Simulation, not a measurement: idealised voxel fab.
process module | voxel air gaps
210 nm wide, 5 nm square cells: that's cross-section cut.
We lay out every cross-section as a grid of square cells and spell it out in bands from the top down, where one band means one or more rows of cells.
Within each band entry, the heights of the top and of the bottom of the band appear first, in that order and in nm; the materials of the band then follow from left to right, each with its corresponding width in nm. The designation "full width" on a single material indicates that it fills the band from edge to edge; the designation "blank" indicates empty space.
We count height from 0. Below that, the starting wafer is all one material. The lowest band never ends at the bottom but goes on down; see "0 nm and below" for how that is written.
The expression "30..40" gives the width at the extremes of the band, the first number at its top row of cells and the second at its bottom row, with the width changing by equal amounts from each row to the next in between.
"nothing different" for a step: no cell of the cross-section changed in that step.
You'll see "Trapped cavities" listing empty spaces that have no way open to the top, as long as they're 8 cells or more; the notation is width x height at distance, where the distance is from the left edge, and all of it is in nm.
Note: text after step settings on the step line = simulator remark on that step.
You can add "overlay nm" to a step's line. For a step with a mask, it describes how far the mask lay to the right of its planned position, and a negative number describes a lay to the left.
These are the steps we planned for the process:
step 1: RECEIVE,material Si
step 2: CONFORMAL_DEP,material SiO2,thk nm 10
step 3: CONFORMAL_DEP,material SiN,thk nm 5
step 4: DIRECTIONAL_DEP,material SiO2,thk nm 35
step 5: MASKED_ETCH,tone open,mask id LINES,width nm 15,pitch nm 40,etch materials SiO2,depth nm 35,overlay nm 0
step 6: CONFORMAL_DEP,material TiN,thk nm 5
step 7: FILL_DEP,material Cu,thk nm 5
step 8: CMP,height nm 50
step 9: EPI,material Ru,thk nm 10
step 10: SELECTIVE_ETCH,etch materials SiO2,depth nm 45
step 11: CONFORMAL_DEP,material SiCN,thk nm 5
Wafer as received: cross-section following step 1:
	0 nm and below | Si full width
	Trapped cavities: none
First of two wafers at the end of the module, shown in cross-section; run carried out as planned:
	65 nm to 60 nm | 40 nm blank / 125 nm SiCN / 45 nm blank
	60 nm to 50 nm | 40 nm blank / 5 nm SiCN / 35 nm Ru / 5 nm SiCN / 35 nm Ru / 5 nm SiCN / 35 nm Ru / 5 nm SiCN / 45 nm blank
	50 nm to 45 nm | 40 nm blank / 15 nm SiCN / 5 nm TiN / 5 nm Cu / 5 nm TiN / 25 nm SiCN / 5 nm TiN / 5 nm Cu / 5 nm TiN / 25 nm SiCN / 5 nm TiN / 5 nm Cu / 5 nm TiN / 15 nm SiCN / 45 nm blank
	45 nm to 20 nm | 50 nm blank / 5 nm SiCN / 5 nm TiN / 5 nm Cu / 5 nm TiN / 5 nm SiCN / 15 nm blank / 5 nm SiCN / 5 nm TiN / 5 nm Cu / 5 nm TiN / 5 nm SiCN / 15 nm blank / 5 nm SiCN / 5 nm TiN / 5 nm Cu / 5 nm TiN / 5 nm SiCN / 55 nm blank
	20 nm to 15 nm | 55 nm SiCN / 15 nm TiN / 25 nm SiCN / 15 nm TiN / 25 nm SiCN / 15 nm TiN / 60 nm SiCN
	15 nm to 10 nm | SiN full width
	10 nm to 0 nm | SiO2 full width
	0 nm and below | Si full width
	Trapped cavities: 15 x 25 at 75; 15 x 25 at 115
So this is wafer number two of the two, cut at the end of the module - it started where the first did and had the same plan, we just got one thing wrong running it:
	55 nm to 50 nm | 40 nm blank / 125 nm SiCN / 45 nm blank
	50 nm to 40 nm | 40 nm blank / 5 nm SiCN / 35 nm Ru / 5 nm SiCN / 35 nm Ru / 5 nm SiCN / 35 nm Ru / 5 nm SiCN / 45 nm blank
	40 nm to 35 nm | 40 nm blank / 15 nm SiCN / 5 nm TiN / 5 nm Cu / 5 nm TiN / 25 nm SiCN / 5 nm TiN / 5 nm Cu / 5 nm TiN / 25 nm SiCN / 5 nm TiN / 5 nm Cu / 5 nm TiN / 15 nm SiCN / 45 nm blank
	35 nm to 20 nm | 50 nm blank / 5 nm SiCN / 5 nm TiN / 5 nm Cu / 5 nm TiN / 5 nm SiCN / 15 nm blank / 5 nm SiCN / 5 nm TiN / 5 nm Cu / 5 nm TiN / 5 nm SiCN / 15 nm blank / 5 nm SiCN / 5 nm TiN / 5 nm Cu / 5 nm TiN / 5 nm SiCN / 55 nm blank
	20 nm to 15 nm | 55 nm SiCN / 15 nm TiN / 25 nm SiCN / 15 nm TiN / 25 nm SiCN / 15 nm TiN / 60 nm SiCN
	15 nm to 10 nm | SiN full width
	10 nm to 0 nm | SiO2 full width
	0 nm and below | Si full width
	Trapped cavities: 15 x 15 at 75; 15 x 15 at 115
Want to know what went wrong? step 8 ran with different settings than intended, the actual operation and settings being CMP,height nm 40
Per the end-of-run cell counts, the second wafer holds more or fewer of some materials than the first: Cu -6; SiCN -12; TiN -12
